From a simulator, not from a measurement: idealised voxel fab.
This section sets out a process module, namely voxel capacitor over wiring.
This is section cut - it's 155 nm across, gridded in 5 nm square cells.
This document writes a cross-section as a grid whose cells are square, and gives it as bands, listed from the top down; one or more rows of cells form a band.
A band entry consists of two parts. The first gives the height of the band's top and the height of its bottom, in nm. The rest lists the band's materials from left to right, each with its width in nm. A single material labelled with the word "full width" fills the band from edge to edge, and the word "blank" marks empty space.
Ref level 0: as-received wafer is one material below here. Bottom band extends down with no lower bound ("z 0 and below").
Quick explanation for "30->40": the width changes in equal steps down the rows of cells, from the first number in the band's top row to the second number in its bottom row.
"nothing different" for a step: no cell of the cross-section changed in that step.
Entry "Unvented internal voids" = empty spaces >= 8 cells with no open way to the top; each as width x height at distance, distance from left edge, all nm.
The remark found on a step's line after its settings is issued by the simulator itself and pertains to that step.
"overlay nm" denotes, for a step that has a mask, the displacement of the mask to the right of its planned place, with negative values corresponding to the left.

**The planned process steps are enumerated hereunder**
1: RECEIVE, material Si
2: CONFORMAL_DEP, material SiO2, thk nm 15
3: CONFORMAL_DEP, material SiN, thk nm 5
4: DIRECTIONAL_DEP, material SiO2, thk nm 15
5: PATTERN, tone open, mask id METAL_1, material resist, width nm 30, pitch nm 85, thk nm 20, overlay nm 0
6: DIRECTIONAL_ETCH, etch materials SiO2, depth nm 15
7: DIRECTIONAL_ETCH, etch materials SiN, depth nm 5
8: STRIP, etch materials resist
9: CONFORMAL_DEP, material TiN, thk nm 5
10: FILL_DEP, material W, thk nm 10
11: CMP, height nm 35
12: CONFORMAL_DEP, material SiCN, thk nm 5
13: DIRECTIONAL_DEP, material SiO2, thk nm 10
14: DIRECTIONAL_DEP, material aC, thk nm 15
15: PATTERN, tone open, mask id PLUG_1, material resist, width nm 15, thk nm 30, overlay nm 0
16: DIRECTIONAL_ETCH, etch materials aC, depth nm 15
17: STRIP, etch materials resist
18: DIRECTIONAL_ETCH, etch materials SiO2, depth nm 10
19: DIRECTIONAL_ETCH, etch materials SiCN, depth nm 5
20: STRIP, etch materials aC
21: EPI, material Ru, thk nm 10
22: EPI, material Ru, thk nm 5
23: DIRECTIONAL_DEP, material TiN, thk nm 10
24: DIRECTIONAL_DEP, material Al2O3, thk nm 5
25: DIRECTIONAL_DEP, material TiN, thk nm 5
26: MASKED_ETCH, tone cover, mask id UPPER_PLATE, width nm 50, etch materials TiN, depth nm 5, overlay nm 0
27: MASKED_ETCH, tone cover, mask id UPPER_PLATE, width nm 60, etch materials Al2O3, depth nm 5, overlay nm 0
28: PATTERN, tone cover, mask id LOWER_PLATE, material resist, width nm 70, thk nm 20, overlay nm 0
29: DIRECTIONAL_ETCH, etch materials TiN, depth nm 10
30: STRIP, etch materials resist
31: FILL_DEP, material SiO2, thk nm 20
32: CMP, height nm 85
33: PATTERN, tone open, mask id PLUG_2, material resist, width nm 15, thk nm 15, overlay nm 0
34: DIRECTIONAL_ETCH, etch materials SiO2, depth nm 15
35: STRIP, etch materials resist
36: CONFORMAL_DEP, material TiN, thk nm 5
37: FILL_DEP, material Ru, thk nm 5
38: CMP, height nm 85
39: CONFORMAL_DEP, material SiCN, thk nm 5
Wafers differ in width nm at step 26; plan lists the first wafer's value; identical starting state.

**First wafer of several, as received: cross-section after step 1**
	z 0 and below  Si full width
	Unvented internal voids: none

**The first of several wafers, seen in cross-section after the module's last step, step 39**
	z 90 to 85  SiCN full width
	z 85 to 75  SiO2 45 | TiN 5 | Ru 5 | TiN 5 | SiO2 95
	z 75 to 65  SiO2 45->40 | TiN 15->50 | SiO2 95->65
	z 65 to 60  SiO2 35 | Al2O3 60 | SiO2 60
	z 60 to 50  SiO2 30 | TiN 70 | SiO2 55
	z 50 to 40  SiO2 35 | Ru 15 | SiO2 105
	z 40 to 35  SiCN 35 | Ru 15 | SiCN 105
	z 35 to 20  SiO2 20 | TiN 5 | W 20 | TiN 5 | SiO2 55 | TiN 5 | W 20 | TiN 5 | SiO2 20
	z 20 to 15  SiN 20 | TiN 30 | SiN 55 | TiN 30 | SiN 20
	z 15 to 0  SiO2 full width
	z 0 and below  Si full width
	Unvented internal voids: none

**End of module, last wafer sectioned**
	z 90 to 85  SiCN full width
	z 85 to 75  SiO2 45 | TiN 5 | Ru 5 | TiN 5 | SiO2 95
	z 75 to 65  SiO2 45->30 | TiN 15->70 | SiO2 95->55
	z 65 to 60  SiO2 30 | Al2O3 75 | SiO2 50
	z 60 to 50  SiO2 30 | TiN 75 | SiO2 50
	z 50 to 40  SiO2 35 | Ru 15 | SiO2 105
	z 40 to 35  SiCN 35 | Ru 15 | SiCN 105
	z 35 to 20  SiO2 20 | TiN 5 | W 20 | TiN 5 | SiO2 55 | TiN 5 | W 20 | TiN 5 | SiO2 20
	z 20 to 15  SiN 20 | TiN 30 | SiN 55 | TiN 30 | SiN 20
	z 15 to 0  SiO2 full width
	z 0 and below  Si full width
	Unvented internal voids: none

**Below, a row for every wafer. Read it as the end-of-module picture: for each material the wafer shows its cells gained (+) or lost (-) since it was received, and then its closed voids**
width nm 50 | +12 Al2O3 | +11 Ru | +59 SiCN | +19 SiN | +364 SiO2 | +69 TiN | +24 W | Unvented internal voids: none
width nm 55 | +12 Al2O3 | +11 Ru | +59 SiCN | +19 SiN | +363 SiO2 | +70 TiN | +24 W | Unvented internal voids: none
width nm 60 | +12 Al2O3 | +11 Ru | +59 SiCN | +19 SiN | +362 SiO2 | +71 TiN | +24 W | Unvented internal voids: none
width nm 65 | +13 Al2O3 | +11 Ru | +59 SiCN | +19 SiN | +360 SiO2 | +72 TiN | +24 W | Unvented internal voids: none
width nm 70 | +14 Al2O3 | +11 Ru | +59 SiCN | +19 SiN | +358 SiO2 | +73 TiN | +24 W | Unvented internal voids: none
width nm 75 | +15 Al2O3 | +11 Ru | +59 SiCN | +19 SiN | +355 SiO2 | +75 TiN | +24 W | Unvented internal voids: none
